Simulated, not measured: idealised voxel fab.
Title: Process Module voxel double patterning
For reference, the cross-section in this document is cut, with width 150 nm and square cells of 5 nm.
Bands, listed from the top down, are how a cross-section gets written in this document; the cross-section itself is a grid of square cells, and a band is one or more rows of them. Band entry format. Leading values: height of top, height of bottom, nm. Remainder: materials in left-to-right order, each with its width in nm. Special words: "all across" on a single material, which then fills the band edge to edge; "air", empty space. Height datum 0, below which the as-received substrate wafer is one material. Lowest band open at the bottom, running downward: "0 down". The notation "30..40" denotes a width that varies across the rows of cells in the band, beginning at the first number in the top row, finishing at the second number in the bottom row, and changing by an identical amount from each row to the next. The cross-section has no changed cell in any step marked "no modifications". Any empty space of 8 cells or more lacking an open way to the top shows up in "Voids, enclosed" as width x height at distance, distance from the left edge, in nm. On each step's line, the part that comes after the settings is the simulator's own comment on the step. overlay nm: on a step with a mask, how far right of its planned place the mask lay; negative means left.
Steps planned for the process:
1,RECEIVE: material Si
2,CONFORMAL_DEP: material SiN, thk nm 5
3,DIRECTIONAL_DEP: material SiO2, thk nm 20
4,DIRECTIONAL_DEP: material SiCN, thk nm 5
5,DIRECTIONAL_DEP: material aC, thk nm 10
6,PATTERN: tone open, mask id FIRST, material resist, width nm 15, pitch nm 50, thk nm 25, overlay nm 0
7,DIRECTIONAL_ETCH: etch materials aC, depth nm 10
8,STRIP: etch materials resist
9,DIRECTIONAL_ETCH: etch materials SiCN, depth nm 5
10,STRIP: etch materials aC
11,PATTERN: tone open, mask id SECOND, material resist, width nm 15, pitch nm 50, thk nm 15, overlay nm 0
12,DIRECTIONAL_ETCH: etch materials SiCN, depth nm 5
13,STRIP: etch materials resist
14,DIRECTIONAL_ETCH: etch materials SiO2, depth nm 20
15,STRIP: etch materials SiCN
Wafer cross-section on receipt, i.e. after step 1:
- 0 down | Si all across
- Voids, enclosed: none
Cross-section: first of two wafers, module finished, run according to plan:
- 25 to 5 | SiO2 15 nm, air 15 nm, SiO2 10 nm, air 15 nm, SiO2 10 nm, air 15 nm, SiO2 10 nm, air 15 nm, SiO2 10 nm, air 15 nm, SiO2 20 nm
- 5 to 0 | SiN all across
- 0 down | Si all across
- Voids, enclosed: none
Cross-sectional view: second of two wafers, end of module; start and plan identical to the first, one mistake in running:
- 25 to 5 | SiO2 15 nm, air 30 nm, SiO2 20 nm, air 30 nm, SiO2 20 nm, air 15 nm, SiO2 20 nm
- 5 to 0 | SiN all across
- 0 down | Si all across
- Voids, enclosed: none
What was done differently from what was planned? it should be noted that step 11 was executed with settings other than those planned, the operation and settings actually applied being PATTERN: tone open, mask id SECOND, material resist, width nm 15, pitch nm 50, thk nm 15, overlay nm -10
In the final comparison it is observed that the number of cells assigned to each material is identical for the two wafers, whereas their placement is not.
